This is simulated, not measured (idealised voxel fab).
Presented below is a process module, voxel gate over fins.
We display cut, a cross-section 235 nm in width whose square cells are each 5 nm.
Cross-sections here: square-cell grids, written as top-down lists of bands, a band being one or more rows of cells. It is stipulated that each band's entry specify, in nanometres, the height of the top of the band and then that of its bottom, followed by the materials of the band in left-to-right sequence, each together with its width in nanometres. A single material marked by the word "throughout" is understood to fill the band from edge to edge; the word "air" is understood to denote empty space. Height reference: 0 = level under which incoming wafer is all one material. Lowest band: no bottom, runs on downward, e.g. "from 0 down". The expression "30 to 40" gives the width at the extremes of the band, the first number at its top row of cells and the second at its bottom row, with the width changing by equal amounts from each row to the next in between. No cell of the cross-section changed in a step that is given as "all unchanged". "Closed void listing" enumerates empty spaces isolated from the top, with no open way to it, that contain at least 8 cells, giving each as width x height at distance from the left edge, all three in nm. If you see something after the settings on a step's line, that's the simulator's own remark about that step. Each step line may optionally specify "overlay nm", which for a step with a mask gives the rightward distance between the mask's planned place and where it lay, a negative value indicating the leftward direction.

-- The following list gives the planned process steps
1 RECEIVE with material Si
2 CONFORMAL_DEP with material SiN, thk nm 10
3 PATTERN with tone cover, mask id FINS, material resist, width nm 15, pitch nm 55, thk nm 15, overlay nm 0
4 DIRECTIONAL_ETCH with etch materials SiN, depth nm 10
5 DIRECTIONAL_ETCH with etch materials Si, depth nm 40
6 STRIP with etch materials resist
7 OXIDIZE with depth nm 5
8 FILL_DEP with material SiO2, thk nm 5
9 CMP with height nm 10
10 DIRECTIONAL_DEP with material aC, thk nm 15
11 PATTERN with tone open, mask id RAIL, material resist, width nm 15, thk nm 30, overlay nm 0
12 DIRECTIONAL_ETCH with etch materials aC, depth nm 15
13 STRIP with etch materials resist
14 DIRECTIONAL_ETCH with etch materials SiO2, depth nm 45
15 STRIP with etch materials aC
16 CONFORMAL_DEP with material TiN, thk nm 5
17 FILL_DEP with material Ru, thk nm 10
18 CMP with height nm 10
19 SELECTIVE_ETCH with etch materials W Ru TiN, depth nm 30
20 FILL_DEP with material SiO2, thk nm 5
21 CMP with height nm 10
22 SELECTIVE_ETCH with etch materials SiO2, depth nm 25
23 STRIP with etch materials SiN
24 CONFORMAL_DEP with material HfO2, thk nm 5
25 CONFORMAL_DEP with material TiN, thk nm 5
26 FILL_DEP with material W, thk nm 10
27 CMP with height nm 15
28 CONFORMAL_DEP with material SiN, thk nm 10

-- Wafer at receipt (post step 1), cross-section
    from 0 down | Si throughout
    Closed void listing: none

-- This is how the wafer looks in cross-section once the module is done, given the starting state and plan above and one mistake in carrying the plan out
    from 25 to 15 | SiN throughout
    from 15 to 10 | W throughout
    from 10 to 5 | W=50 / TiN=25 / W=30 / TiN=25 / W=30 / TiN=25 / W=50
    from 5 to 0 | W=50 / TiN=5 / HfO2=15 / TiN=5 / W=30 / TiN=5 / HfO2=15 / TiN=5 / W=30 / TiN=5 / HfO2=15 / TiN=5 / W=50
    from 0 to -5 | W=50 / TiN=5 / HfO2=5 / Si=5 / HfO2=5 / TiN=5 / W=30 / TiN=5 / HfO2=5 / Si=5 / HfO2=5 / TiN=5 / W=30 / TiN=5 / HfO2=5 / Si=5 / HfO2=5 / TiN=5 / W=50
    from -5 to -10 | TiN=55 / HfO2=5 / Si=5 / HfO2=5 / TiN=40 / HfO2=5 / Si=5 / HfO2=5 / TiN=40 / HfO2=5 / Si=5 / HfO2=5 / TiN=55
    from -10 to -15 | HfO2=60 / Si=5 / HfO2=20 / TiN=5 / HfO2=25 / Si=5 / HfO2=50 / Si=5 / HfO2=60
    from -15 to -30 | SiO2=60 / Si=5 / SiO2=15 / HfO2=5 / TiN=5 / HfO2=5 / SiO2=20 / Si=5 / SiO2=50 / Si=5 / SiO2=60
    from -30 to -35 | SiO2=60 / Si=5 / SiO2=15 / HfO2=15 / SiO2=20 / Si=5 / SiO2=50 / Si=5 / SiO2=60
    from -35 to -45 | SiO2=60 / Si=5 / SiO2=50 / Si=5 / SiO2=50 / Si=5 / SiO2=60
    from -45 down | Si throughout
    Closed void listing: none
Deviation from plan: step 16, actual vs plan mismatch, actual run CONFORMAL_DEP with material SiN, thk nm 5
